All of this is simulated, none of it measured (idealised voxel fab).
Module name: voxel wiring stack (process module)
285 nm wide, 5 nm square cells: that's cross-section cut.
Cross-section = grid of square cells, listed top down in bands; band = one or more rows. What a band's entry tells you: where the top is and where the bottom is, as heights in nm, and after that what lies inside, material by material from left to right, each with its width in nm. Empty space is written as the word "air", and a single material marked with the word "all across" occupies the band from edge to edge. For the purposes of this specification, 0 denotes the height below which the wafer in its as-received condition is composed wholly of one material, and the lowermost band, lacking a lower limit, extends downward without end, as expressed in "0 nm and below". With a width like "30->40", each row of cells in the band differs from the next by the same amount, the top row carrying the first number and the bottom row the second. Step marked "no modifications"? Then no cell in the cross-section changed in it. Entry "Fully enclosed voids". Content: empty spaces with no open connection to the top, size 8 cells or greater. Each: width x height at distance. Distance: from left edge. Unit: nm. Heads up: the bit after the settings on a step's line is the simulator's remark on that step. overlay nm: mask right of planned place by this much (step with mask). Neg. = left.
### plan
1) RECEIVE | material Si
2) CONFORMAL_DEP | material SiO2 | thk nm 15
3) CONFORMAL_DEP | material SiCN | thk nm 5
4) DIRECTIONAL_DEP | material SiO2 | thk nm 25
5) PATTERN | tone open | mask id METAL_1 | material resist | width nm 25 | pitch nm 45 | thk nm 20 | overlay nm 0
6) DIRECTIONAL_ETCH | etch materials SiO2 | depth nm 25
7) DIRECTIONAL_ETCH | etch materials SiCN | depth nm 5
8) STRIP | etch materials resist
9) CONFORMAL_DEP | material TiN | thk nm 5
10) FILL_DEP | material Cu | thk nm 10
11) CMP | height nm 45
12) CONFORMAL_DEP | material SiCN | thk nm 5
13) DIRECTIONAL_DEP | material lowk | thk nm 35
14) PATTERN | tone open | mask id METAL_2 | material resist | width nm 25 | pitch nm 45 | thk nm 15 | overlay nm 0
15) DIRECTIONAL_ETCH | etch materials lowk | depth nm 20
16) STRIP | etch materials resist
17) MASKED_ETCH | tone open | mask id METAL_2_HOLES | width nm 15 | etch materials lowk | depth nm 15 | overlay nm 0
18) MASKED_ETCH | tone open | mask id METAL_2_HOLES | width nm 15 | etch materials SiCN | depth nm 5 | overlay nm 0
19) CONFORMAL_DEP | material TiN | thk nm 5
20) FILL_DEP | material Ru | thk nm 10
21) CMP | height nm 85
22) CONFORMAL_DEP | material SiN | thk nm 5
### Incoming wafer, cross-sectional view, post step 1
0 nm and below = Si all across
Fully enclosed voids: none
### The cross-section shown corresponds to the wafer at the conclusion of the module. The initial structure and the process plan are those presented above; however, one mistake occurred in executing the plan
90 nm to 85 nm = SiN all across
85 nm to 70 nm = lowk 105, TiN 5, Ru 15, TiN 5, lowk 20, TiN 5, Ru 15, TiN 5, lowk 110
70 nm to 65 nm = lowk 105, TiN 5, Ru 5, TiN 15, lowk 20, TiN 25, lowk 110
65 nm to 50 nm = lowk 105, TiN 5, Ru 5, TiN 5, lowk 165
50 nm to 45 nm = SiCN 105, TiN 15, SiCN 165
45 nm to 20 nm = Cu 100, TiN 5, SiO2 25, TiN 5, Cu 10, TiN 5, SiO2 25, TiN 5, Cu 105
20 nm to 15 nm = TiN 105, SiCN 25, TiN 20, SiCN 25, TiN 110
15 nm to 0 nm = SiO2 all across
0 nm and below = Si all across
Fully enclosed voids: none
It is concluded that the wafer was processed incorrectly with respect to the plan, in that rather than as planned, step 5 actually ran as PATTERN | tone cover | mask id METAL_1 | material resist | width nm 25 | pitch nm 45 | thk nm 20 | overlay nm 0
